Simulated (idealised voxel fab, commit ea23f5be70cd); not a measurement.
process module | voxel double patterning
Square cells of 5 nm make up the cross-section cut, whose width is 220 nm.
This document writes a cross-section as a grid whose cells are square, and gives it as bands, listed from the top down; one or more rows of cells form a band. The entry gives the band's vertical extent as a top height and a bottom height in nm, then its horizontal make-up as materials from left to right, each with a width in nm. "empty" stands for empty space; a single material marked "everywhere" fills the band edge to edge. Heights from 0 (as-received wafer is one material below). Bottom band endless downward, as "z 0 and below". Width "30->40": first value at the band's top row of cells, second value at its bottom row, equal change from row to row. You'll sometimes find "left unchanged" written for a step, and that's the way of saying that nowhere in the cross-section did a cell change during that step. "Closed cavity list": sealed empty spaces, 8 cells or more, no open way to top, listed width x height at distance, with distance from the left edge and width, height and distance in nm. Formally, on a step line, whatever follows the settings is a remark that the simulator itself makes on the step. A step line may carry the setting "overlay nm", which, for steps involving a mask, states the distance by which the mask lay to the right of its intended position; negative values denote displacement to the left.

**plan**
1. RECEIVE | material Si
2. CONFORMAL_DEP | material SiO2 | thk nm 10
3. DIRECTIONAL_DEP | material W | thk nm 15
4. DIRECTIONAL_DEP | material SiCN | thk nm 5
5. DIRECTIONAL_DEP | material aC | thk nm 10
6. PATTERN | tone open | mask id FIRST | material resist | width nm 15 | pitch nm 50 | thk nm 25 | overlay nm 0
7. DIRECTIONAL_ETCH | etch materials aC | depth nm 10
8. STRIP | etch materials resist
9. DIRECTIONAL_ETCH | etch materials SiCN | depth nm 5
10. STRIP | etch materials aC
11. DIRECTIONAL_DEP | material aC | thk nm 10
12. PATTERN | tone open | mask id SECOND | material resist | width nm 15 | pitch nm 50 | thk nm 30 | overlay nm 0
13. DIRECTIONAL_ETCH | etch materials aC | depth nm 10
14. STRIP | etch materials resist
15. DIRECTIONAL_ETCH | etch materials SiCN | depth nm 5
16. STRIP | etch materials aC
17. DIRECTIONAL_ETCH | etch materials W | depth nm 15
18. STRIP | etch materials SiCN

**Wafer as received: cross-section following step 1**
z 0 and below | Si everywhere
Closed cavity list: none

**Starting wafer: above. Plan: above. Run: one mistake. Cross-section after the module: below**
z 15 to 0 | W (50), then empty (15), then W (10), then empty (15), then W (10), then empty (15), then W (10), then empty (15), then W (10), then empty (15), then W (55)
z 0 and below | Si everywhere
Closed cavity list: none
Diagnosis: plan step 2: skipped, not run
